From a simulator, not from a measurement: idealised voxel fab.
The name of this process module is voxel self aligned contacts.
Cross-section cut spans 205 nm and uses square cells 5 nm in size.
A cross-section in this document is a grid of square cells, and it is written down as bands, the top band listed before the ones below it; a band is made up of one or more rows of cells. It is stipulated that each band's entry specify, in nanometres, the height of the top of the band and then that of its bottom, followed by the materials of the band in left-to-right sequence, each together with its width in nanometres. A single material marked by the word "edge to edge" is understood to fill the band from edge to edge; the word "blank" is understood to denote empty space. Where do heights start? At 0: under that level the wafer as delivered is made of one material only. And the lowest band has no floor; it just carries on downward, as in "from 0 down". A width such as "30 to 40" changes by the same amount from each row of cells to the next, from the band's top row to its bottom row. A step reported as "remained unchanged" is a step in which no cell of the cross-section changed. "Entrapped voids": sealed empty spaces, 8 cells or more, no open way to top, listed width x height at distance, with distance from the left edge and width, height and distance in nm. The remark found on a step's line after its settings is issued by the simulator itself and pertains to that step. You can add "overlay nm" to a step's line. For a step with a mask, it describes how far the mask lay to the right of its planned position, and a negative number describes a lay to the left.
The planned process steps are enumerated hereunder
1: RECEIVE: material Si
2: OXIDIZE: depth nm 5
3: DIRECTIONAL_DEP: material polySi, thk nm 30
4: DIRECTIONAL_DEP: material SiN, thk nm 20
5: MASKED_ETCH: tone cover, mask id GATE, width nm 25, pitch nm 50, etch materials SiN, depth nm 20, overlay nm 0
6: MASKED_ETCH: tone cover, mask id GATE, width nm 25, pitch nm 50, etch materials polySi, depth nm 30, overlay nm 0
7: CONFORMAL_DEP: material SiN, thk nm 5
8: DIRECTIONAL_ETCH: etch materials SiN, depth nm 5
9: FILL_DEP: material SiO2, thk nm 10
10: CMP: height nm 55
11: DIRECTIONAL_DEP: material aC, thk nm 10
12: PATTERN: tone open, mask id CONTACT, material resist, width nm 35, thk nm 25, overlay nm 0
13: DIRECTIONAL_ETCH: etch materials aC, depth nm 10
14: STRIP: etch materials resist
15: DIRECTIONAL_ETCH: etch materials SiO2, depth nm 60
16: STRIP: etch materials aC
17: CONFORMAL_DEP: material TiN, thk nm 5
18: FILL_DEP: material W, thk nm 10
19: CMP: height nm 55
20: CONFORMAL_DEP: material SiCN, thk nm 5
Cross-section of the wafer as it came to us, i.e., already through step 1
  from 0 down = Si edge to edge
  Entrapped voids: none
Figure: cross-sectional view of the wafer upon completion of the module, processed from the initial state and according to the plan depicted above, with one error introduced during execution
  from 60 to 55 = SiCN edge to edge
  from 55 to 50 = SiO2: 85 / TiN: 20 / W: 5 / TiN: 10 / SiO2: 85
  from 50 to 35 = SiO2: 65 / SiN: 35 / TiN: 5 / W: 5 / TiN: 5 / SiN: 35 / SiO2: 55
  from 35 to 30 = SiO2: 65 / SiN: 35 / TiN: 15 / SiN: 35 / SiO2: 55
  from 30 to 0 = SiO2: 60 / SiN: 5 / polySi: 30 / SiN: 5 / TiN: 10 / SiN: 5 / polySi: 30 / SiN: 5 / SiO2: 55
  from 0 to -5 = SiO2: 100 / TiN: 10 / SiO2: 95
  from -5 down = Si edge to edge
  Entrapped voids: none
Diagnosis: step 5 deviated from plan and actually ran as MASKED_ETCH: tone cover, mask id GATE, width nm 25, pitch nm 50, etch materials SiN, depth nm 20, overlay nm 5
